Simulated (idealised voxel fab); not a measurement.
Proc. module: voxel capacitor over wiring
The width of the displayed cross-section, cut, is 290 nm; its cells are square, with a size of 5 nm.
Just so we're on the same page, the cross-sections are grids of square cells, and they're listed out in bands top to bottom, each band one or more rows deep. Each band's line starts with the height of the band's top and of its bottom, in nm. Then come its materials from left to right, each with its width in nm. One material with "throughout" fills the band from edge to edge. "blank" is empty space. Beneath 0, the wafer as received is one material, and that level is where height counting begins. The lowest band goes on downward without a bottom; it is written like "0 and below". So if you see something like "30..40" for the width, read it as the top row of the band sitting at the first number and the bottom row at the second, with every row in between moving by the same amount as the last. Any step labelled "no change occurred" changed none of the cells in the cross-section. Closed empty spaces (no open way to the top) of 8 cells or more are what "Sealed cavities" lists, each as width x height at distance from the left edge, nm for all three. after a step's settings: what the simulator itself notes on the step. A step's line can hold "overlay nm"; with a mask on that step, the setting says how far right of the planned place the mask lay, while a negative setting says it lay to the left.

Process steps foreseen in the plan:
1,op RECEIVE | material Si
2,op CONFORMAL_DEP | material SiO2 | thk nm 10
3,op CONFORMAL_DEP | material SiCN | thk nm 5
4,op DIRECTIONAL_DEP | material lowk | thk nm 15
5,op MASKED_ETCH | tone open | mask id METAL_1 | width nm 30 | pitch nm 100 | etch materials lowk | depth nm 15 | overlay nm 0
6,op MASKED_ETCH | tone open | mask id METAL_1 | width nm 30 | pitch nm 100 | etch materials SiCN | depth nm 5 | overlay nm 0
7,op CONFORMAL_DEP | material TiN | thk nm 5
8,op FILL_DEP | material Ru | thk nm 10
9,op CMP | height nm 30
10,op CONFORMAL_DEP | material SiCN | thk nm 5
11,op DIRECTIONAL_DEP | material lowk | thk nm 15
12,op DIRECTIONAL_DEP | material aC | thk nm 15
13,op PATTERN | tone open | mask id PLUG_1 | material resist | width nm 15 | thk nm 30 | overlay nm 0
14,op DIRECTIONAL_ETCH | etch materials aC | depth nm 15
15,op STRIP | etch materials resist
16,op DIRECTIONAL_ETCH | etch materials lowk | depth nm 15
17,op DIRECTIONAL_ETCH | etch materials SiCN | depth nm 5
18,op STRIP | etch materials aC
19,op EPI | material Ru | thk nm 10
20,op EPI | material Ru | thk nm 10
21,op DIRECTIONAL_DEP | material TiN | thk nm 5
22,op DIRECTIONAL_DEP | material Al2O3 | thk nm 5
23,op DIRECTIONAL_DEP | material TiN | thk nm 10
24,op MASKED_ETCH | tone cover | mask id UPPER_PLATE | width nm 75 | etch materials TiN | depth nm 10 | overlay nm 0
25,op MASKED_ETCH | tone cover | mask id UPPER_PLATE | width nm 75 | etch materials Al2O3 | depth nm 5 | overlay nm 0
26,op DIRECTIONAL_DEP | material aC | thk nm 15
27,op PATTERN | tone cover | mask id LOWER_PLATE | material resist | width nm 85 | thk nm 35 | overlay nm 0
28,op DIRECTIONAL_ETCH | etch materials aC | depth nm 15
29,op STRIP | etch materials resist
30,op DIRECTIONAL_ETCH | etch materials TiN | depth nm 5
31,op STRIP | etch materials aC
32,op FILL_DEP | material SiO2 | thk nm 15
33,op CMP | height nm 80
34,op PATTERN | tone open | mask id PLUG_2 | material resist | width nm 15 | thk nm 15 | overlay nm 0
35,op DIRECTIONAL_ETCH | etch materials SiO2 | depth nm 10
36,op STRIP | etch materials resist
37,op CONFORMAL_DEP | material TiN | thk nm 5
38,op FILL_DEP | material Cu | thk nm 10
39,op CMP | height nm 80
40,op CONFORMAL_DEP | material SiN | thk nm 5

Cross-section of the incoming wafer, state after step 1:
0 and below: Si throughout
Sealed cavities: none

End-of-module XS, first of two wafers, run as planned:
85 down to 80: SiN throughout
80 down to 75: SiO2 105, then TiN 5, then Cu 5, then TiN 5, then SiO2 170
75 down to 70: SiO2 105, then TiN 15, then SiO2 170
70 down to 60: SiO2 95, then TiN 75, then SiO2 120
60 down to 55: SiO2 95, then Al2O3 75, then SiO2 120
55 down to 50: SiO2 90, then TiN 85, then SiO2 115
50 down to 35: lowk 95, then Ru 15, then lowk 180
35 down to 30: SiCN 95, then Ru 15, then SiCN 180
30 down to 15: lowk 80, then TiN 5, then Ru 20, then TiN 5, then lowk 70, then TiN 5, then Ru 20, then TiN 5, then lowk 80
15 down to 10: SiCN 80, then TiN 30, then SiCN 70, then TiN 30, then SiCN 80
10 down to 0: SiO2 throughout
0 and below: Si throughout
Sealed cavities: none

Second wafer of the two, sectioned at the end of the module. It began like the first and followed the same plan, but one mistake was made while running it:
85 down to 80: SiN throughout
80 down to 75: SiO2 105, then TiN 5, then Cu 5, then TiN 5, then SiO2 170
75 down to 70: SiO2 105, then TiN 15, then SiO2 170
70 down to 60: SiO2 95, then TiN 75, then SiO2 120
60 down to 55: SiO2 95, then Al2O3 75, then SiO2 120
55 down to 50: SiO2 95, then TiN 75, then SiO2 120
50 down to 35: lowk 95, then Ru 15, then lowk 180
35 down to 30: SiCN 95, then Ru 15, then SiCN 180
30 down to 15: lowk 80, then TiN 5, then Ru 20, then TiN 5, then lowk 70, then TiN 5, then Ru 20, then TiN 5, then lowk 80
15 down to 10: SiCN 80, then TiN 30, then SiCN 70, then TiN 30, then SiCN 80
10 down to 0: SiO2 throughout
0 and below: Si throughout
Sealed cavities: none
Finding, execution versus plan: step 27, actual vs plan mismatch, actual run op PATTERN | tone cover | mask id LOWER_PLATE | material resist | width nm 75 | thk nm 35 | overlay nm 0
Once processing is complete, comparing cell counts shows that the second wafer has more or fewer of certain materials than the first: SiO2: 2 more; TiN: 2 fewer
